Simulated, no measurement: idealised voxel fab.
process module | voxel wiring stack
cross-section cut | 145 nm wide | cells 5 nm
A cross-section is a grid of square cells, given in bands from the top down. A band is one or more rows of cells.
Each band's line starts with the height of the band's top and of its bottom, in nm. Then come its materials from left to right, each with its width in nm. One material with "throughout" fills the band from edge to edge. "air" is empty space.
Height 0 is the level under which the wafer as received is all one material. The lowest band goes on downwards, as in "0 down".
A width such as "30 to 40" changes by the same amount from each row of cells to the next, from the band's top row to its bottom row.
"no change" after a step means that no cell of the cross-section changed.
closed voids: empty space of 8 cells or more with no open way to the top, each as width x height at its distance from the left edge, in nm
after a step's settings: what the simulator itself notes on the step
overlay nm, on a step with a mask: how far to the right of its planned place the mask lay; to the left if negative
plan
1 op RECEIVE | material Si
2 op CONFORMAL_DEP | material SiO2 | thk nm 10
3 op DIRECTIONAL_DEP | material TiN | thk nm 5
4 op DIRECTIONAL_DEP | material W | thk nm 15
5 op DIRECTIONAL_DEP | material aC | thk nm 15
6 op PATTERN | tone cover | mask id METAL_1 | material resist | width nm 25 | pitch nm 55 | thk nm 30 | overlay nm 0
7 op DIRECTIONAL_ETCH | etch materials aC | depth nm 15
8 op STRIP | etch materials resist
9 op DIRECTIONAL_ETCH | etch materials W | depth nm 15
10 op DIRECTIONAL_ETCH | etch materials TiN | depth nm 5
11 op STRIP | etch materials aC
12 op CONFORMAL_DEP | material SiCN | thk nm 5
13 op FILL_DEP | material SiO2 | thk nm 5
14 op CMP | height nm 30
15 op CONFORMAL_DEP | material SiCN | thk nm 5
16 op DIRECTIONAL_DEP | material SiO2 | thk nm 35
17 op MASKED_ETCH | tone open | mask id METAL_2_HOLES | width nm 15 | etch materials SiO2 | depth nm 35 | overlay nm 0
18 op PATTERN | tone open | mask id METAL_2 | material resist | width nm 25 | pitch nm 55 | thk nm 20 | overlay nm 0
19 op DIRECTIONAL_ETCH | etch materials SiO2 | depth nm 20
20 op DIRECTIONAL_ETCH | etch materials SiCN | depth nm 5
21 op STRIP | etch materials resist
22 op CONFORMAL_DEP | material TiN | thk nm 5
23 op FILL_DEP | material Ru | thk nm 10
24 op CMP | height nm 70
25 op CONFORMAL_DEP | material SiCN | thk nm 5
26 op DIRECTIONAL_DEP | material SiO2 | thk nm 20
27 op DIRECTIONAL_DEP | material aC | thk nm 10
28 op PATTERN | tone open | mask id PLUG_2 | material resist | width nm 15 | thk nm 25 | overlay nm 0
29 op DIRECTIONAL_ETCH | etch materials aC | depth nm 10
30 op STRIP | etch materials resist
31 op DIRECTIONAL_ETCH | etch materials SiO2 | depth nm 20
32 op DIRECTIONAL_ETCH | etch materials SiCN | depth nm 5
33 op STRIP | etch materials aC
34 op EPI | material Ru | thk nm 10
35 op EPI | material Ru | thk nm 10
36 op EPI | material Ru | thk nm 5
37 op DIRECTIONAL_DEP | material TiN | thk nm 5
38 op DIRECTIONAL_DEP | material Ru | thk nm 15
39 op PATTERN | tone cover | mask id METAL_3 | material resist | width nm 25 | pitch nm 55 | thk nm 15 | overlay nm 0
40 op DIRECTIONAL_ETCH | etch materials Ru | depth nm 15
41 op DIRECTIONAL_ETCH | etch materials TiN | depth nm 5
42 op STRIP | etch materials resist
43 op FILL_DEP | material SiO2 | thk nm 10
44 op CMP | height nm 115
45 op CONFORMAL_DEP | material SiN | thk nm 5
first wafer, as planned
as received, after step 1
  0 down: Si throughout
  closed voids: none
after step 2
  10 to 0: SiO2 throughout
  below 0: unchanged
after step 3
  15 to 10: TiN throughout
  below 10: unchanged
after step 4
  30 to 15: W throughout
  below 15: unchanged
after step 5
  45 to 30: aC throughout
  below 30: unchanged
after step 6
  75 to 45: air 30 | resist 25 | air 30 | resist 25 | air 35
  below 45: unchanged
after step 7
  60 to 45: air 30 | resist 25 | air 30 | resist 25 | air 35
  45 to 30: air 30 | aC 25 | air 30 | aC 25 | air 35
  below 30: unchanged
after step 8
  45 to 30: air 30 | aC 25 | air 30 | aC 25 | air 35
  below 30: unchanged
after step 9
  45 to 30: air 30 | aC 25 | air 30 | aC 25 | air 35
  30 to 15: air 30 | W 25 | air 30 | W 25 | air 35
  below 15: unchanged
after step 10
  45 to 30: air 30 | aC 25 | air 30 | aC 25 | air 35
  30 to 15: air 30 | W 25 | air 30 | W 25 | air 35
  15 to 10: air 30 | TiN 25 | air 30 | TiN 25 | air 35
  below 10: unchanged
after step 11
  30 to 15: air 30 | W 25 | air 30 | W 25 | air 35
  below 15: unchanged
after step 12
  35 to 30: air 25 | SiCN 35 | air 20 | SiCN 35 | air 30
  30 to 15: air 25 | SiCN 5 | W 25 | SiCN 5 | air 20 | SiCN 5 | W 25 | SiCN 5 | air 30
  15 to 10: SiCN 30 | TiN 25 | SiCN 30 | TiN 25 | SiCN 35
  below 10: unchanged
after step 13
  40 to 35: SiO2 throughout
  35 to 30: SiO2 25 | SiCN 35 | SiO2 20 | SiCN 35 | SiO2 30
  30 to 15: SiO2 25 | SiCN 5 | W 25 | SiCN 5 | SiO2 20 | SiCN 5 | W 25 | SiCN 5 | SiO2 30
  below 15: unchanged
after step 14
  30 to 15: SiO2 25 | SiCN 5 | W 25 | SiCN 5 | SiO2 20 | SiCN 5 | W 25 | SiCN 5 | SiO2 30
  below 15: unchanged
after step 15
  35 to 30: SiCN throughout
  below 30: unchanged
after step 16
  70 to 35: SiO2 throughout
  below 35: unchanged
after step 17
  70 to 35: SiO2 30 | air 15 | SiO2 100
  below 35: unchanged
after step 18
  90 to 70: resist 30 | air 25 | resist 30 | air 25 | resist 35
  below 70: unchanged
after step 19
  90 to 70: resist 30 | air 25 | resist 30 | air 25 | resist 35
  70 to 50: SiO2 30 | air 25 | SiO2 30 | air 25 | SiO2 35
  below 50: unchanged
after step 20
  90 to 70: resist 30 | air 25 | resist 30 | air 25 | resist 35
  70 to 50: SiO2 30 | air 25 | SiO2 30 | air 25 | SiO2 35
  50 to 35: SiO2 30 | air 15 | SiO2 100
  35 to 30: SiCN 30 | air 15 | SiCN 100
  below 30: unchanged
after step 21
  70 to 50: SiO2 30 | air 25 | SiO2 30 | air 25 | SiO2 35
  below 50: unchanged
after step 22
  75 to 70: TiN 35 | air 15 | TiN 40 | air 15 | TiN 40
  70 to 55: SiO2 30 | TiN 5 | air 15 | TiN 5 | SiO2 30 | TiN 5 | air 15 | TiN 5 | SiO2 35
  55 to 50: SiO2 30 | TiN 5 | air 5 | TiN 15 | SiO2 30 | TiN 25 | SiO2 35
  50 to 35: SiO2 30 | TiN 5 | air 5 | TiN 5 | SiO2 100
  35 to 30: SiCN 30 | TiN 15 | SiCN 100
  below 30: unchanged
after step 23
  85 to 75: Ru throughout
  75 to 70: TiN 35 | Ru 15 | TiN 40 | Ru 15 | TiN 40
  70 to 55: SiO2 30 | TiN 5 | Ru 15 | TiN 5 | SiO2 30 | TiN 5 | Ru 15 | TiN 5 | SiO2 35
  55 to 50: SiO2 30 | TiN 5 | Ru 5 | TiN 15 | SiO2 30 | TiN 25 | SiO2 35
  50 to 35: SiO2 30 | TiN 5 | Ru 5 | TiN 5 | SiO2 100
  below 35: unchanged
after step 24
  70 to 55: SiO2 30 | TiN 5 | Ru 15 | TiN 5 | SiO2 30 | TiN 5 | Ru 15 | TiN 5 | SiO2 35
  below 55: unchanged
after step 25
  75 to 70: SiCN throughout
  below 70: unchanged
after step 26
  95 to 75: SiO2 throughout
  below 75: unchanged
after step 27
  105 to 95: aC throughout
  below 95: unchanged
after step 28
  130 to 105: resist 30 | air 15 | resist 100
  below 105: unchanged
after step 29
  120 to 105: resist 30 | air 15 | resist 100
  105 to 95: aC 30 | air 15 | aC 100
  below 95: unchanged
after step 30
  105 to 95: aC 30 | air 15 | aC 100
  below 95: unchanged
after step 31
  105 to 95: aC 30 | air 15 | aC 100
  95 to 75: SiO2 30 | air 15 | SiO2 100
  below 75: unchanged
after step 32
  105 to 95: aC 30 | air 15 | aC 100
  95 to 75: SiO2 30 | air 15 | SiO2 100
  75 to 70: SiCN 30 | air 15 | SiCN 100
  below 70: unchanged
after step 33
  95 to 75: SiO2 30 | air 15 | SiO2 100
  below 75: unchanged
after step 34
  95 to 80: SiO2 30 | air 15 | SiO2 100
  80 to 75: SiO2 30 | Ru 15 | SiO2 100
  75 to 70: SiCN 30 | Ru 15 | SiCN 100
  below 70: unchanged
after step 35
  95 to 90: SiO2 30 | air 15 | SiO2 100
  90 to 75: SiO2 30 | Ru 15 | SiO2 100
  below 75: unchanged
after step 36
  95 to 75: SiO2 30 | Ru 15 | SiO2 100
  below 75: unchanged
after step 37
  100 to 95: TiN throughout
  below 95: unchanged
after step 38
  115 to 100: Ru throughout
  below 100: unchanged
after step 39
  130 to 115: air 30 | resist 25 | air 30 | resist 25 | air 35
  below 115: unchanged
after step 40
  130 to 115: air 30 | resist 25 | air 30 | resist 25 | air 35
  115 to 100: air 30 | Ru 25 | air 30 | Ru 25 | air 35
  below 100: unchanged
after step 41
  130 to 115: air 30 | resist 25 | air 30 | resist 25 | air 35
  115 to 100: air 30 | Ru 25 | air 30 | Ru 25 | air 35
  100 to 95: air 30 | TiN 25 | air 30 | TiN 25 | air 35
  below 95: unchanged
after step 42
  115 to 100: air 30 | Ru 25 | air 30 | Ru 25 | air 35
  below 100: unchanged
after step 43
  125 to 115: SiO2 throughout
  115 to 100: SiO2 30 | Ru 25 | SiO2 30 | Ru 25 | SiO2 35
  100 to 95: SiO2 30 | TiN 25 | SiO2 30 | TiN 25 | SiO2 35
  below 95: unchanged
after step 44
  115 to 100: SiO2 30 | Ru 25 | SiO2 30 | Ru 25 | SiO2 35
  below 100: unchanged
after step 45
  120 to 115: SiN throughout
  below 115: unchanged
second wafer: like start, like plan, one mistake. Through step 36 it matches the first wafer
when step 37 should have ended
  100 to 95: aC throughout
  below 95: unchanged
when step 38 should have ended
  115 to 100: Ru throughout
  below 100: unchanged
when step 39 should have ended
  130 to 115: air 30 | resist 25 | air 30 | resist 25 | air 35
  below 115: unchanged
when step 40 should have ended
  130 to 115: air 30 | resist 25 | air 30 | resist 25 | air 35
  115 to 100: air 30 | Ru 25 | air 30 | Ru 25 | air 35
  below 100: unchanged
when step 41 should have ended: no change
when step 42 should have ended
  115 to 100: air 30 | Ru 25 | air 30 | Ru 25 | air 35
  below 100: unchanged
when step 43 should have ended
  125 to 115: SiO2 throughout
  115 to 100: SiO2 30 | Ru 25 | SiO2 30 | Ru 25 | SiO2 35
  below 100: unchanged
when step 44 should have ended
  115 to 100: SiO2 30 | Ru 25 | SiO2 30 | Ru 25 | SiO2 35
  below 100: unchanged
when step 45 should have ended
  120 to 115: SiN throughout
  below 115: unchanged
what went wrong: step 37 ran as: op DIRECTIONAL_DEP | material aC | thk nm 5
at the end the second wafer has, in cells: 19 fewer of SiO2 | 10 fewer of TiN | 29 more of aC
